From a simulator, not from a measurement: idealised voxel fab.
process module | voxel spacer lines
cross-section cut | 160 nm wide | cells 5 nm
A cross-section is a grid of square cells, given in bands from the top down. A band is one or more rows of cells.
Each band's line starts with the height of the band's top and of its bottom, in nm. Then come its materials from left to right, each with its width in nm. One material with "throughout" fills the band from edge to edge. "air" is empty space.
Height 0 is the level under which the wafer as received is all one material. The lowest band goes on downwards, as in "0 down".
A width such as "30 to 40" changes by the same amount from each row of cells to the next, from the band's top row to its bottom row.
"no change" after a step means that no cell of the cross-section changed.
closed voids: empty space of 8 cells or more with no open way to the top, each as width x height at its distance from the left edge, in nm
after a step's settings: what the simulator itself notes on the step
overlay nm, on a step with a mask: how far to the right of its planned place the mask lay; to the left if negative
plan
1 op RECEIVE | material Si
2 op CONFORMAL_DEP | material Al2O3 | thk nm 5
3 op DIRECTIONAL_DEP | material TiN | thk nm 15
4 op DIRECTIONAL_DEP | material polySi | thk nm 20
5 op PATTERN | tone cover | mask id MANDREL | material resist | width nm 25 | pitch nm 80 | thk nm 30 | overlay nm 0
6 op DIRECTIONAL_ETCH | etch materials polySi | depth nm 20
7 op STRIP | etch materials resist
8 op CONFORMAL_DEP | material SiO2 | thk nm 15
9 op DIRECTIONAL_ETCH | etch materials SiO2 | depth nm 15
10 op STRIP | etch materials polySi
11 op DIRECTIONAL_ETCH | etch materials TiN | depth nm 15
12 op STRIP | etch materials SiO2
13 op FILL_DEP | material lowk | thk nm 10
14 op CMP | height nm 20
first wafer, as planned
as received, after step 1
  0 down: Si throughout
  closed voids: none
after step 2
  5 to 0: Al2O3 throughout
  below 0: unchanged
after step 3
  20 to 5: TiN throughout
  below 5: unchanged
after step 4
  40 to 20: polySi throughout
  below 20: unchanged
after step 5
  70 to 40: air 25 | resist 25 | air 55 | resist 25 | air 30
  below 40: unchanged
after step 6
  70 to 40: air 25 | resist 25 | air 55 | resist 25 | air 30
  40 to 20: air 25 | polySi 25 | air 55 | polySi 25 | air 30
  below 20: unchanged
after step 7
  40 to 20: air 25 | polySi 25 | air 55 | polySi 25 | air 30
  below 20: unchanged
after step 8
  55 to 40: air 10 | SiO2 55 | air 25 | SiO2 55 | air 15
  40 to 35: air 10 | SiO2 15 | polySi 25 | SiO2 15 | air 25 | SiO2 15 | polySi 25 | SiO2 15 | air 15
  35 to 20: SiO2 25 | polySi 25 | SiO2 55 | polySi 25 | SiO2 30
  below 20: unchanged
after step 9
  40 to 20: air 10 | SiO2 15 | polySi 25 | SiO2 15 | air 25 | SiO2 15 | polySi 25 | SiO2 15 | air 15
  below 20: unchanged
after step 10
  40 to 20: air 10 | SiO2 15 | air 25 | SiO2 15 | air 25 | SiO2 15 | air 25 | SiO2 15 | air 15
  below 20: unchanged
after step 11
  40 to 20: air 10 | SiO2 15 | air 25 | SiO2 15 | air 25 | SiO2 15 | air 25 | SiO2 15 | air 15
  20 to 5: air 10 | TiN 15 | air 25 | TiN 15 | air 25 | TiN 15 | air 25 | TiN 15 | air 15
  below 5: unchanged
after step 12
  20 to 5: air 10 | TiN 15 | air 25 | TiN 15 | air 25 | TiN 15 | air 25 | TiN 15 | air 15
  below 5: unchanged
after step 13
  30 to 20: lowk throughout
  20 to 5: lowk 10 | TiN 15 | lowk 25 | TiN 15 | lowk 25 | TiN 15 | lowk 25 | TiN 15 | lowk 15
  below 5: unchanged
after step 14
  20 to 5: lowk 10 | TiN 15 | lowk 25 | TiN 15 | lowk 25 | TiN 15 | lowk 25 | TiN 15 | lowk 15
  below 5: unchanged
second wafer: like start, like plan, one mistake. Through step 1 it matches the first wafer
when step 2 should have ended
  5 to 0: polySi throughout
  below 0: unchanged
when step 3 should have ended
  20 to 5: TiN throughout
  below 5: unchanged
when step 4 should have ended
  40 to 20: polySi throughout
  below 20: unchanged
when step 5 should have ended
  70 to 40: air 25 | resist 25 | air 55 | resist 25 | air 30
  below 40: unchanged
when step 6 should have ended
  70 to 40: air 25 | resist 25 | air 55 | resist 25 | air 30
  40 to 20: air 25 | polySi 25 | air 55 | polySi 25 | air 30
  below 20: unchanged
when step 7 should have ended
  40 to 20: air 25 | polySi 25 | air 55 | polySi 25 | air 30
  below 20: unchanged
when step 8 should have ended
  55 to 40: air 10 | SiO2 55 | air 25 | SiO2 55 | air 15
  40 to 35: air 10 | SiO2 15 | polySi 25 | SiO2 15 | air 25 | SiO2 15 | polySi 25 | SiO2 15 | air 15
  35 to 20: SiO2 25 | polySi 25 | SiO2 55 | polySi 25 | SiO2 30
  below 20: unchanged
when step 9 should have ended
  40 to 20: air 10 | SiO2 15 | polySi 25 | SiO2 15 | air 25 | SiO2 15 | polySi 25 | SiO2 15 | air 15
  below 20: unchanged
when step 10 should have ended
  40 to 20: air 10 | SiO2 15 | air 25 | SiO2 15 | air 25 | SiO2 15 | air 25 | SiO2 15 | air 15
  below 20: unchanged
when step 11 should have ended
  40 to 20: air 10 | SiO2 15 | air 25 | SiO2 15 | air 25 | SiO2 15 | air 25 | SiO2 15 | air 15
  20 to 5: air 10 | TiN 15 | air 25 | TiN 15 | air 25 | TiN 15 | air 25 | TiN 15 | air 15
  below 5: unchanged
when step 12 should have ended
  20 to 5: air 10 | TiN 15 | air 25 | TiN 15 | air 25 | TiN 15 | air 25 | TiN 15 | air 15
  below 5: unchanged
when step 13 should have ended
  30 to 20: lowk throughout
  20 to 5: lowk 10 | TiN 15 | lowk 25 | TiN 15 | lowk 25 | TiN 15 | lowk 25 | TiN 15 | lowk 15
  below 5: unchanged
when step 14 should have ended
  20 to 5: lowk 10 | TiN 15 | lowk 25 | TiN 15 | lowk 25 | TiN 15 | lowk 25 | TiN 15 | lowk 15
  below 5: unchanged
what went wrong: step 2 ran as: op CONFORMAL_DEP | material polySi | thk nm 5
at the end the second wafer has, in cells: 32 fewer of Al2O3 | 32 more of polySi
